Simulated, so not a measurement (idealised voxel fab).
This is a process module. Its name is voxel air gaps.
Pictured: cross-section cut, 155 nm wide, on a grid of 5 nm square cells.
We lay out every cross-section as a grid of square cells and spell it out in bands from the top down, where one band means one or more rows of cells. Top, bottom (nm), then materials left to right with widths (nm); lone material tagged "everywhere" fills the whole band edge to edge; "empty" = empty space. Measure heights from 0. That's the level where, below it, the as-received wafer is all one material. The lowest band is bottomless and extends downward; write it as in "0 -> down". Think of "30->40" as a width that walks from the first number to the second as you go down the band, top row to bottom row, taking equal-sized steps from row to row. Step note "remained the same" = no cross-section cell changed. Each empty space that has no open way to the top and spans at least 8 cells appears under "Enclosed void list" as width x height at distance, the distance counted from the left edge, all in nm. Past the settings on a step's line: simulator remark, on that step. "overlay nm", when on a step's line for a step with a mask, measures how far to the right of its planned place the mask lay; a negative measure means to the left.

The process steps that were planned are listed below
1,RECEIVE with material Si
2,CONFORMAL_DEP with material SiO2, thk nm 10
3,CONFORMAL_DEP with material SiN, thk nm 5
4,DIRECTIONAL_DEP with material SiO2, thk nm 30
5,DIRECTIONAL_DEP with material aC, thk nm 10
6,PATTERN with tone open, mask id LINES, material resist, width nm 20, pitch nm 45, thk nm 30, overlay nm 0
7,DIRECTIONAL_ETCH with etch materials aC, depth nm 10
8,STRIP with etch materials resist
9,DIRECTIONAL_ETCH with etch materials SiO2, depth nm 30
10,STRIP with etch materials aC
11,CONFORMAL_DEP with material TiN, thk nm 5
12,FILL_DEP with material Ru, thk nm 5
13,CMP with height nm 45
14,EPI with material Ru, thk nm 10
15,SELECTIVE_ETCH with etch materials SiO2, depth nm 40
16,CONFORMAL_DEP with material SiCN, thk nm 5

As-received wafer cross-section (after step 1)
  0 -> down = Si everywhere
  Enclosed void list: none

Module complete - cross-section of the first of two wafers, run according to plan
  60 -> 55 = empty (5); SiCN (140); empty (10)
  55 -> 45 = empty (5); SiCN (5); Ru (40); SiCN (5); Ru (40); SiCN (5); Ru (40); SiCN (5); empty (10)
  45 -> 40 = empty (5); SiCN (15); TiN (5); Ru (10); TiN (5); SiCN (25); TiN (5); Ru (10); TiN (5); SiCN (25); TiN (5); Ru (10); TiN (5); SiCN (15); empty (10)
  40 -> 20 = empty (15); SiCN (5); TiN (5); Ru (10); TiN (5); SiCN (5); empty (15); SiCN (5); TiN (5); Ru (10); TiN (5); SiCN (5); empty (15); SiCN (5); TiN (5); Ru (10); TiN (5); SiCN (5); empty (20)
  20 -> 15 = SiCN (20); TiN (20); SiCN (25); TiN (20); SiCN (25); TiN (20); SiCN (25)
  15 -> 10 = SiN everywhere
  10 -> 0 = SiO2 everywhere
  0 -> down = Si everywhere
  Enclosed void list: 15 x 20 at 45; 15 x 20 at 90

Second wafer of the two, sectioned at the end of the module. It began like the first and followed the same plan, but one mistake was made while running it
  70 -> 65 = SiCN everywhere
  65 -> 45 = Ru (150); SiCN (5)
  45 -> 40 = SiO2 (20); TiN (5); Ru (10); TiN (5); SiO2 (25); TiN (5); Ru (10); TiN (5); SiO2 (25); TiN (5); Ru (10); TiN (5); SiCN (25)
  40 -> 20 = SiO2 (20); TiN (5); Ru (10); TiN (5); SiO2 (25); TiN (5); Ru (10); TiN (5); SiO2 (25); TiN (5); Ru (10); TiN (5); SiCN (5); empty (20)
  20 -> 15 = SiO2 (20); TiN (20); SiO2 (25); TiN (20); SiO2 (25); TiN (20); SiCN (25)
  15 -> 10 = SiN everywhere
  10 -> 0 = SiO2 everywhere
  0 -> down = Si everywhere
  Enclosed void list: 20 x 20 at 135
It is concluded that the wafer was processed incorrectly with respect to the plan, in that step 14 in the plan was executed twice
Looking at both finished wafers in cells, the second ends up ahead of or behind the first on some materials: Ru: 72 more, SiCN: 46 fewer, SiO2: 84 more
Note - end result: 2 closed voids (first wafer), 1 closed voids (second wafer).
